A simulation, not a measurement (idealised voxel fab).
You're looking at the process module voxel transistor to metal.
Shown is cross-section cut, with a width of 170 nm and square cells of size 5 nm.
Reading order for cross-sections: top band down to bottom band. Underlying form: a grid of square cells. Band size: one or more rows of cells. Basically the band line says how high the top is and how high the bottom is, in nm, and then what's in it from left to right, every material with its width in nm. Empty space shows up as "empty", and if a single material carries "all across" it runs the full band edge to edge. Heads up on the height convention: 0 is the point under which the incoming wafer is all one material, and the lowest band has no bottom, it just keeps going down, like "0 nm and below". When a width is written as two numbers, as in "30 to 40", the first number is the width in the top row of cells of the band and the second is the width in its bottom row, and the width changes by the same amount from each row to the next. When a step is marked "left unchanged", none of the cells in the cross-section changed during that step. "Closed void catalog": sealed empty spaces, 8 cells or more, no open way to top, listed width x height at distance, with distance from the left edge and width, height and distance in nm. It should be noted that, on the line of a given step, the content following the step's settings is a remark produced by the simulator itself with respect to that step. "overlay nm" on a masked step: distance the mask lay right of its planned place, negative for left.

PROCESS STEPS FORESEEN IN THE PLAN
- 1: RECEIVE: material Si
- 2: CONFORMAL_DEP: material SiO2, thk nm 5
- 3: CONFORMAL_DEP: material SiN, thk nm 10
- 4: PATTERN: tone cover, mask id ACTIVE, material resist, width nm 95, thk nm 15, overlay nm 0
- 5: DIRECTIONAL_ETCH: etch materials SiN, depth nm 10
- 6: DIRECTIONAL_ETCH: etch materials SiO2, depth nm 5
- 7: DIRECTIONAL_ETCH: etch materials Si, depth nm 35
- 8: STRIP: etch materials resist
- 9: FILL_DEP: material SiO2, thk nm 10
- 10: CMP: height nm 15
- 11: SELECTIVE_ETCH: etch materials SiO2, depth nm 5
- 12: STRIP: etch materials SiN
- 13: SELECTIVE_ETCH: etch materials SiO2, depth nm 5
- 14: OXIDIZE: depth nm 5
- 15: DIRECTIONAL_DEP: material polySi, thk nm 25
- 16: DIRECTIONAL_DEP: material SiCN, thk nm 10
- 17: PATTERN: tone cover, mask id GATE, material resist, width nm 25, thk nm 15, overlay nm 0
- 18: DIRECTIONAL_ETCH: etch materials SiCN, depth nm 20
- 19: DIRECTIONAL_ETCH: etch materials polySi, depth nm 35
- 20: STRIP: etch materials resist
- 21: CONFORMAL_DEP: material SiO2, thk nm 5
- 22: DIRECTIONAL_ETCH: etch materials SiO2, depth nm 5
- 23: CONFORMAL_DEP: material SiN, thk nm 10
- 24: DIRECTIONAL_ETCH: etch materials SiN, depth nm 10
- 25: DIRECTIONAL_ETCH: etch materials SiO2, depth nm 5
- 26: DIRECTIONAL_ETCH: etch materials Si, depth nm 10
- 27: EPI: material SiGe, thk nm 10
- 28: FILL_DEP: material SiO2, thk nm 5
- 29: CMP: height nm 35
- 30: DIRECTIONAL_DEP: material SiO2, thk nm 15
- 31: MASKED_ETCH: tone open, mask id CONTACT, width nm 25, pitch nm 60, etch materials SiO2, depth nm 45, overlay nm 0
- 32: CONFORMAL_DEP: material TiN, thk nm 5
- 33: FILL_DEP: material W, thk nm 5
- 34: CMP: height nm 50
- 35: DIRECTIONAL_DEP: material TiN, thk nm 5
- 36: DIRECTIONAL_DEP: material Ru, thk nm 25
- 37: PATTERN: tone cover, mask id METAL_1, material resist, width nm 15, pitch nm 70, thk nm 15, overlay nm 0
- 38: DIRECTIONAL_ETCH: etch materials Ru, depth nm 25
- 39: DIRECTIONAL_ETCH: etch materials TiN, depth nm 5
- 40: STRIP: etch materials resist
- 41: FILL_DEP: material SiO2, thk nm 5
- 42: CMP: height nm 80
- 43: CONFORMAL_DEP: material SiCN, thk nm 5
- 44: DIRECTIONAL_DEP: material SiO2, thk nm 25
- 45: PATTERN: tone open, mask id METAL_2, material resist, width nm 15, pitch nm 70, thk nm 20, overlay nm 0
- 46: DIRECTIONAL_ETCH: etch materials SiO2, depth nm 15
- 47: STRIP: etch materials resist
- 48: DIRECTIONAL_DEP: material aC, thk nm 10
- 49: PATTERN: tone open, mask id METAL_2_HOLES, material resist, width nm 15, pitch nm 70, thk nm 30, overlay nm 0
- 50: DIRECTIONAL_ETCH: etch materials aC, depth nm 10
- 51: STRIP: etch materials resist
- 52: DIRECTIONAL_ETCH: etch materials SiO2, depth nm 10
- 53: DIRECTIONAL_ETCH: etch materials SiCN, depth nm 5
- 54: STRIP: etch materials aC
- 55: CONFORMAL_DEP: material TiN, thk nm 5
- 56: FILL_DEP: material Ru, thk nm 10
- 57: CMP: height nm 110
- 58: CONFORMAL_DEP: material SiN, thk nm 5

AS RECEIVED, AFTER STEP 1
	0 nm and below | Si all across
	Closed void catalog: none

FIRST OF TWO WAFERS AT THE END OF THE MODULE, SHOWN IN CROSS-SECTION; RUN CARRIED OUT AS PLANNED
	115 nm to 110 nm | SiN all across
	110 nm to 85 nm | SiO2 40 nm; TiN 5 nm; Ru 5 nm; TiN 5 nm; SiO2 55 nm; TiN 5 nm; Ru 5 nm; TiN 5 nm; SiO2 45 nm
	85 nm to 80 nm | SiCN 40 nm; TiN 15 nm; SiCN 55 nm; TiN 15 nm; SiCN 45 nm
	80 nm to 55 nm | SiO2 40 nm; Ru 15 nm; SiO2 55 nm; Ru 15 nm; SiO2 45 nm
	55 nm to 50 nm | SiO2 40 nm; TiN 15 nm; SiO2 55 nm; TiN 15 nm; SiO2 45 nm
	50 nm to 40 nm | SiO2 40 nm; TiN 5 nm; W 15 nm; TiN 5 nm; SiO2 35 nm; TiN 5 nm; W 15 nm; TiN 5 nm; SiO2 45 nm
	40 nm to 35 nm | SiO2 40 nm; TiN 5 nm; W 5 nm; TiN 15 nm; SiO2 35 nm; TiN 15 nm; W 5 nm; TiN 5 nm; SiO2 45 nm
	35 nm to 25 nm | SiO2 40 nm; TiN 5 nm; W 5 nm; TiN 5 nm; SiN 10 nm; SiO2 5 nm; SiCN 25 nm; SiO2 5 nm; SiN 10 nm; TiN 5 nm; W 5 nm; TiN 5 nm; SiO2 45 nm
	25 nm to 10 nm | SiO2 40 nm; TiN 5 nm; W 5 nm; TiN 5 nm; SiN 10 nm; SiO2 5 nm; polySi 25 nm; SiO2 5 nm; SiN 10 nm; TiN 5 nm; W 5 nm; TiN 5 nm; SiO2 45 nm
	10 nm to 5 nm | SiO2 40 nm; TiN 15 nm; SiN 10 nm; SiO2 5 nm; polySi 25 nm; SiO2 5 nm; SiN 10 nm; TiN 15 nm; SiO2 45 nm
	5 nm to 0 nm | SiO2 35 nm; SiN 10 nm; SiGe 10 nm; SiN 10 nm; SiO2 5 nm; polySi 25 nm; SiO2 5 nm; SiN 10 nm; SiGe 10 nm; SiN 10 nm; SiO2 40 nm
	0 nm to -5 nm | SiO2 45 nm; SiGe 10 nm; SiO2 55 nm; SiGe 10 nm; SiO2 50 nm
	-5 nm to -15 nm | SiO2 35 nm; Si 10 nm; SiGe 10 nm; Si 55 nm; SiGe 10 nm; Si 10 nm; SiO2 40 nm
	-15 nm to -35 nm | SiO2 35 nm; Si 95 nm; SiO2 40 nm
	-35 nm and below | Si all across
	Closed void catalog: none

END-OF-MODULE CROSS-SECTION OF THE SECOND WAFER: IDENTICAL STARTING POINT AND PROCESS PLAN TO THE FIRST, WITH ONE PROCESSING MISTAKE
	115 nm to 110 nm | SiN all across
	110 nm to 85 nm | SiO2 40 nm; TiN 5 nm; Ru 5 nm; TiN 5 nm; SiO2 55 nm; TiN 5 nm; Ru 5 nm; TiN 5 nm; SiO2 45 nm
	85 nm to 80 nm | SiCN 40 nm; TiN 15 nm; SiCN 55 nm; TiN 15 nm; SiCN 45 nm
	80 nm to 55 nm | SiO2 40 nm; Ru 15 nm; SiO2 55 nm; Ru 15 nm; SiO2 45 nm
	55 nm to 50 nm | SiO2 40 nm; TiN 15 nm; SiO2 55 nm; TiN 15 nm; SiO2 45 nm
	50 nm to 40 nm | SiO2 40 nm; TiN 5 nm; W 20 nm; TiN 5 nm; SiO2 30 nm; TiN 5 nm; W 20 nm; TiN 5 nm; SiO2 40 nm
	40 nm to 35 nm | SiO2 40 nm; TiN 5 nm; W 5 nm; TiN 20 nm; SiO2 30 nm; TiN 15 nm; W 10 nm; TiN 5 nm; SiO2 40 nm
	35 nm to 25 nm | SiO2 40 nm; TiN 5 nm; W 5 nm; TiN 5 nm; SiN 10 nm; TiN 5 nm; SiCN 25 nm; SiO2 5 nm; SiN 10 nm; TiN 5 nm; W 10 nm; TiN 5 nm; SiO2 40 nm
	25 nm to 10 nm | SiO2 40 nm; TiN 5 nm; W 5 nm; TiN 5 nm; SiN 10 nm; TiN 5 nm; polySi 25 nm; SiO2 5 nm; SiN 10 nm; TiN 5 nm; W 10 nm; TiN 5 nm; SiO2 40 nm
	10 nm to 5 nm | SiO2 40 nm; TiN 15 nm; SiN 10 nm; TiN 5 nm; polySi 25 nm; SiO2 5 nm; SiN 10 nm; TiN 20 nm; SiO2 40 nm
	5 nm to 0 nm | SiO2 35 nm; SiN 10 nm; SiGe 10 nm; SiN 10 nm; SiO2 5 nm; polySi 25 nm; SiO2 5 nm; SiN 10 nm; SiGe 10 nm; SiN 10 nm; SiO2 40 nm
	0 nm to -5 nm | SiO2 45 nm; SiGe 10 nm; SiO2 55 nm; SiGe 10 nm; SiO2 50 nm
	-5 nm to -15 nm | SiO2 35 nm; Si 10 nm; SiGe 10 nm; Si 55 nm; SiGe 10 nm; Si 10 nm; SiO2 40 nm
	-15 nm to -35 nm | SiO2 35 nm; Si 95 nm; SiO2 40 nm
	-35 nm and below | Si all across
	Closed void catalog: none
Deviation from plan: step 31 was processed under conditions differing from the plan, specifically as MASKED_ETCH: tone open, mask id CONTACT, width nm 30, pitch nm 60, etch materials SiO2, depth nm 45, overlay nm 0
Materials where the second wafer ends with more or fewer cells than the first: SiO2: 18 fewer; TiN: 8 more; W: 10 more
